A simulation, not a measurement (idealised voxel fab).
Process module under the name voxel gate over fins
Shown is cross-section cut, with a width of 295 nm and square cells of size 5 nm.
Cross-sections here: square-cell grids, written as top-down lists of bands, a band being one or more rows of cells. This entry defines a band. It first specifies the height of the band's top and the height of its bottom in nm, and then specifies the band's materials from left to right, stating each material with its width in nm. The word "all across" identifies a single material that fills the band from edge to edge, while the word "empty" identifies empty space. A quick word on heights: they are counted from 0, and under that level the wafer as it came to us is one material throughout. The lowest band is different from the rest in having no bottom; it simply continues downward, written as in "0 down". The expression "30..40" gives the width at the extremes of the band, the first number at its top row of cells and the second at its bottom row, with the width changing by equal amounts from each row to the next in between. What does "no modifications" mean for a step? It means no cell of the cross-section changed in that step. Empty spaces counting at least 8 cells and having no open way to the top are listed in "Listed closed voids". The notation width x height at distance is used for each, the distance being from the left edge and all three values in nm. Note: text after step settings on the step line = simulator remark on that step. For masked steps, "overlay nm" on the step line gives how far right of plan the mask actually lay; a minus sign means it lay to the left.

[Process steps - plan]
| 1 | RECEIVE | material Si |
| 2 | CONFORMAL_DEP | material SiN | thk nm 10 |
| 3 | DIRECTIONAL_DEP | material aC | thk nm 15 |
| 4 | PATTERN | tone cover | mask id FINS | material resist | width nm 15 | pitch nm 35 | thk nm 35 | overlay nm 0 |
| 5 | DIRECTIONAL_ETCH | etch materials aC | depth nm 15 |
| 6 | STRIP | etch materials resist |
| 7 | DIRECTIONAL_ETCH | etch materials SiN | depth nm 10 |
| 8 | DIRECTIONAL_ETCH | etch materials Si | depth nm 40 |
| 9 | STRIP | etch materials aC |
| 10 | FILL_DEP | material SiO2 | thk nm 10 |
| 11 | CMP | height nm 10 |
| 12 | SELECTIVE_ETCH | etch materials SiO2 | depth nm 20 |
| 13 | STRIP | etch materials SiN |
| 14 | CONFORMAL_DEP | material HfO2 | thk nm 5 |
| 15 | CONFORMAL_DEP | material TiN | thk nm 5 |
| 16 | CONFORMAL_DEP | material TiAl | thk nm 5 |
| 17 | CONFORMAL_DEP | material TiN | thk nm 5 |
| 18 | FILL_DEP | material W | thk nm 15 |
| 19 | CMP | height nm 30 |
| 20 | CONFORMAL_DEP | material SiCN | thk nm 5 |

[Cross-section of the wafer as it came to us, i.e., already through step 1]
0 down: Si all across
Listed closed voids: none

[Result of the module, cross-sectioned: start per above, plan per above, one error in how it was run]
35 to 30: SiCN all across
30 to 20: W all across
20 to 15: W 95 / TiN 90 / W 110
15 to 10: W 95 / TiN 5 / TiAl 80 / TiN 5 / W 110
10 to 5: TiN 100 / TiAl 5 / TiN 70 / TiAl 5 / TiN 115
5 to 0: TiAl 105 / TiN 5 / HfO2 25 / TiN 10 / HfO2 25 / TiN 5 / TiAl 120
0 to -5: TiN 110 / HfO2 5 / Si 15 / HfO2 5 / TiN 10 / HfO2 5 / Si 15 / HfO2 5 / TiN 125
-5 to -10: HfO2 115 / Si 15 / HfO2 20 / Si 15 / HfO2 130
-10 to -40: SiO2 115 / Si 15 / SiO2 20 / Si 15 / SiO2 130
-40 down: Si all across
Listed closed voids: none
Deviation from plan: step 4 deviated from plan and actually ran as PATTERN | tone cover | mask id FINS | material resist | width nm 15 | pitch nm 35 | thk nm 35 | overlay nm -5
